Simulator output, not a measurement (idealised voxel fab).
The document below concerns the process module designated voxel air gaps.
The width of the displayed cross-section, cut, is 215 nm; its cells are square, with a size of 5 nm.
For the purposes of this document, a cross-section shall be understood as a grid of square cells, specified as bands listed in top-to-bottom order, each band consisting of one or more rows of cells. Quick guide to a band line: top height, bottom height (nm) up front; then every material left to right with its width in nm. Only one material and it's marked "all across"? Then it fills the band edge to edge. And "blank" just means empty space. Heights are reckoned from 0. Under this level, the received wafer is all of one material. The bottommost band is open-ended downward, for example "0..down". The width entry "30->40" should be interpreted row by row: the top row of cells in the band takes the first number, the bottom row takes the second number, and the change between adjacent rows is uniform throughout. "no modification" -> step changed no cross-section cell. Each empty space that has no open way to the top and spans at least 8 cells appears under "Unvented voids" as width x height at distance, the distance counted from the left edge, all in nm. Formally, on a step line, whatever follows the settings is a remark that the simulator itself makes on the step. Each step line may optionally specify "overlay nm", which for a step with a mask gives the rightward distance between the mask's planned place and where it lay, a negative value indicating the leftward direction.
INTENDED PROCESS STEPS
1) RECEIVE (material Si)
2) CONFORMAL_DEP (material SiO2; thk nm 15)
3) CONFORMAL_DEP (material SiN; thk nm 5)
4) DIRECTIONAL_DEP (material SiO2; thk nm 40)
5) MASKED_ETCH (tone open; mask id LINES; width nm 25; pitch nm 55; etch materials SiO2; depth nm 40; overlay nm 0)
6) CONFORMAL_DEP (material TiN; thk nm 5)
7) FILL_DEP (material Cu; thk nm 5)
8) CMP (height nm 60)
9) EPI (material Ru; thk nm 10)
10) SELECTIVE_ETCH (etch materials SiO2; depth nm 50)
11) CONFORMAL_DEP (material SiCN; thk nm 5)
WAFER AT RECEIPT (POST STEP 1), CROSS-SECTION
0..down | Si all across
Unvented voids: none
THE PLAN ABOVE WAS CARRIED OUT ON THE STARTING STRUCTURE ABOVE WITH ONE MISTAKE, AND THIS CROSS-SECTION SHOWS THE WAFER AT THE END OF THE MODULE
70..60 | 30 nm blank, 45 nm Ru, 10 nm blank, 45 nm Ru, 10 nm blank, 45 nm Ru, 30 nm blank
60..25 | 40 nm blank, 5 nm TiN, 15 nm Cu, 5 nm TiN, 30 nm blank, 5 nm TiN, 15 nm Cu, 5 nm TiN, 30 nm blank, 5 nm TiN, 15 nm Cu, 5 nm TiN, 40 nm blank
25..20 | 40 nm blank, 25 nm TiN, 30 nm blank, 25 nm TiN, 30 nm blank, 25 nm TiN, 40 nm blank
20..15 | SiN all across
15..0 | SiO2 all across
0..down | Si all across
Unvented voids: none
Diagnosis: step 11 was dropped from the plan's execution and never run
